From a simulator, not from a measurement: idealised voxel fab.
The process module that follows is named voxel tone inversion.
Section shown: cut. Width: 225 nm. Cell size: 5 nm, square.
Cross-section = grid of square cells, listed top down in bands; band = one or more rows.
For a band, the entry starts with two heights in nm, that of the top and then that of the bottom, and carries on with the band's materials in order from left to right, each alongside its width in nm; the word "everywhere" beside a single material means it fills the band edge to edge, and "air" means empty space.
Counting heights begins at 0, where everything beneath is, in the wafer as received, one material. The lowest band has no bottom; it goes on downwards, as "0..down" shows.
When a width is written as two numbers, as in "30 to 40", the first number is the width in the top row of cells of the band and the second is the width in its bottom row, and the width changes by the same amount from each row to the next.
A step reported as "everything unchanged" is a step in which no cell of the cross-section changed.
Empty spaces counting at least 8 cells and having no open way to the top are listed in "Closed void entries". The notation width x height at distance is used for each, the distance being from the left edge and all three values in nm.
On a step's line, text after the settings is the simulator commenting on that step.
What "overlay nm" on a step's line means: if the step has a mask, that mask lay this far to the right of its planned place, or, when the value is negative, to the left.

Plan
1,RECEIVE (material Si)
2,CONFORMAL_DEP (material SiN; thk nm 5)
3,DIRECTIONAL_DEP (material polySi; thk nm 20)
4,PATTERN (tone cover; mask id POSTS; material resist; width nm 25; pitch nm 40; thk nm 30; overlay nm 0)
5,DIRECTIONAL_ETCH (etch materials polySi; depth nm 20)
6,STRIP (etch materials resist)
7,FILL_DEP (material lowk; thk nm 10)
8,CMP (height nm 25)
9,STRIP (etch materials polySi)

Wafer as received: cross-section following step 1
    0..down  Si everywhere
    Closed void entries: none

As-planned run: cross-section of the first of two wafers at end of module
    25..5  lowk 40 / air 25 / lowk 15 / air 25 / lowk 15 / air 25 / lowk 15 / air 25 / lowk 40
    5..0  SiN everywhere
    0..down  Si everywhere
    Closed void entries: none

The second wafer, shown in cross-section after the module: started the same way as the first and given the same plan, yet one mistake crept into how it was run
    20..5  lowk 40 / air 25 / lowk 15 / air 25 / lowk 15 / air 25 / lowk 15 / air 25 / lowk 40
    5..0  SiN everywhere
    0..down  Si everywhere
    Closed void entries: none
It is concluded that the wafer was processed incorrectly with respect to the plan, in that step 8 ran differently from the plan; actual operation with settings: CMP (height nm 20)
Counted in cells at the end, the second wafer holds more or fewer of these materials than the first: lowk -25
